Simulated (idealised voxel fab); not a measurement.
A process module follows: voxel gate over fins.
Cross-section cut: width 265 nm, square cells of 5 nm.
Notation: cross-section as square-cell grid; stated in bands, top first, going down; one or more cell rows per band. Top, bottom (nm), then materials left to right with widths (nm); lone material tagged "full width" fills the whole band edge to edge; "blank" = empty space. Ref level 0: as-received wafer is one material below here. Bottom band extends down with no lower bound ("0..down"). The notation "30 to 40" denotes a width that varies across the rows of cells in the band, beginning at the first number in the top row, finishing at the second number in the bottom row, and changing by an identical amount from each row to the next. "everything unchanged" for a step: no cell of the cross-section changed in that step. Look at "Trapped voids" for the closed voids: empty spaces with no open path to the top, sized 8 cells or up. Each is width x height at distance, distance from the left edge, all nm. What comes after the settings on a step's line is commentary from the simulator itself on that step. overlay nm: where the mask lay relative to plan, measured to the right, on steps with a mask; negatives go left.

## plan
1: RECEIVE [material Si]
2: CONFORMAL_DEP [material SiN] [thk nm 5]
3: MASKED_ETCH [tone cover] [mask id FINS] [width nm 15] [pitch nm 50] [etch materials SiN] [depth nm 5] [overlay nm 0]
4: MASKED_ETCH [tone cover] [mask id FINS] [width nm 15] [pitch nm 50] [etch materials Si] [depth nm 35] [overlay nm 0]
5: FILL_DEP [material SiO2] [thk nm 5]
6: CMP [height nm 5]
7: DIRECTIONAL_DEP [material aC] [thk nm 15]
8: PATTERN [tone open] [mask id RAIL] [material resist] [width nm 15] [thk nm 35] [overlay nm 0]
9: DIRECTIONAL_ETCH [etch materials aC] [depth nm 15]
10: STRIP [etch materials resist]
11: DIRECTIONAL_ETCH [etch materials SiO2] [depth nm 35]
12: STRIP [etch materials aC]
13: CONFORMAL_DEP [material TiN] [thk nm 5]
14: FILL_DEP [material W] [thk nm 5]
15: CMP [height nm 5]
16: SELECTIVE_ETCH [etch materials W Ru TiN] [depth nm 30]
17: FILL_DEP [material SiO2] [thk nm 5]
18: CMP [height nm 5]
19: SELECTIVE_ETCH [etch materials SiO2] [depth nm 20]
20: STRIP [etch materials SiN]
21: CONFORMAL_DEP [material HfO2] [thk nm 5]
22: CONFORMAL_DEP [material TiN] [thk nm 5]
23: FILL_DEP [material W] [thk nm 15]
24: CMP [height nm 20]
25: CONFORMAL_DEP [material SiN] [thk nm 10]

## This is the cross-section of the wafer as we received it, i.e. after step 1
	0..down = Si full width
	Trapped voids: none

## As-planned run: cross-section of the first of two wafers at end of module
	30..20 = SiN full width
	20..10 = W full width
	10..5 = 65 W, then 35 TiN, then 15 W, then 35 TiN, then 15 W, then 35 TiN, then 65 W
	5..0 = 65 W, then 5 TiN, then 25 HfO2, then 5 TiN, then 15 W, then 5 TiN, then 25 HfO2, then 5 TiN, then 15 W, then 5 TiN, then 25 HfO2, then 5 TiN, then 65 W
	0..-5 = 65 W, then 5 TiN, then 5 HfO2, then 15 Si, then 5 HfO2, then 5 TiN, then 15 W, then 5 TiN, then 5 HfO2, then 15 Si, then 5 HfO2, then 5 TiN, then 15 W, then 5 TiN, then 5 HfO2, then 15 Si, then 5 HfO2, then 5 TiN, then 65 W
	-5..-10 = 70 TiN, then 5 HfO2, then 15 Si, then 5 HfO2, then 25 TiN, then 5 HfO2, then 15 Si, then 5 HfO2, then 25 TiN, then 5 HfO2, then 15 Si, then 5 HfO2, then 70 TiN
	-10..-15 = 75 HfO2, then 15 Si, then 35 HfO2, then 15 Si, then 35 HfO2, then 15 Si, then 75 HfO2
	-15..-25 = 75 SiO2, then 15 Si, then 35 SiO2, then 15 Si, then 35 SiO2, then 15 Si, then 75 SiO2
	-25..-30 = 75 SiO2, then 15 Si, then 10 SiO2, then 15 TiN, then 10 SiO2, then 15 Si, then 35 SiO2, then 15 Si, then 75 SiO2
	-30..-35 = 75 SiO2, then 15 Si, then 35 SiO2, then 15 Si, then 35 SiO2, then 15 Si, then 75 SiO2
	-35..down = Si full width
	Trapped voids: none

## Presented here is a cross-section of the second of the two wafers as it stood at the end of the module. It was started in the same manner and assigned the same plan as the first wafer; however, one mistake was made in its execution
	30..20 = SiN full width
	20..10 = W full width
	10..5 = 65 W, then 35 TiN, then 15 W, then 35 TiN, then 15 W, then 35 TiN, then 65 W
	5..0 = 65 W, then 5 TiN, then 25 HfO2, then 5 TiN, then 15 W, then 5 TiN, then 25 HfO2, then 5 TiN, then 15 W, then 5 TiN, then 25 HfO2, then 5 TiN, then 65 W
	0..-5 = 65 W, then 5 TiN, then 5 HfO2, then 15 Si, then 5 HfO2, then 5 TiN, then 15 W, then 5 TiN, then 5 HfO2, then 15 Si, then 5 HfO2, then 5 TiN, then 15 W, then 5 TiN, then 5 HfO2, then 15 Si, then 5 HfO2, then 5 TiN, then 65 W
	-5..-10 = 70 TiN, then 5 HfO2, then 15 Si, then 5 HfO2, then 25 TiN, then 5 HfO2, then 15 Si, then 5 HfO2, then 25 TiN, then 5 HfO2, then 15 Si, then 5 HfO2, then 70 TiN
	-10..-15 = 75 HfO2, then 15 Si, then 35 HfO2, then 15 Si, then 35 HfO2, then 15 Si, then 75 HfO2
	-15..-25 = 75 SiO2, then 15 Si, then 35 SiO2, then 15 Si, then 35 SiO2, then 15 Si, then 75 SiO2
	-25..-30 = 75 TiN, then 15 Si, then 10 TiN, then 15 SiO2, then 10 TiN, then 15 Si, then 35 TiN, then 15 Si, then 75 TiN
	-30..-35 = 75 SiO2, then 15 Si, then 35 SiO2, then 15 Si, then 35 SiO2, then 15 Si, then 75 SiO2
	-35..down = Si full width
	Trapped voids: none
What was the processing mistake? step 8 off recipe, ran as PATTERN [tone cover] [mask id RAIL] [material resist] [width nm 15] [thk nm 35] [overlay nm 0]
Count the cells at the end and the second wafer has more or fewer of some materials than the first: SiO2: 38 fewer; TiN: 38 more
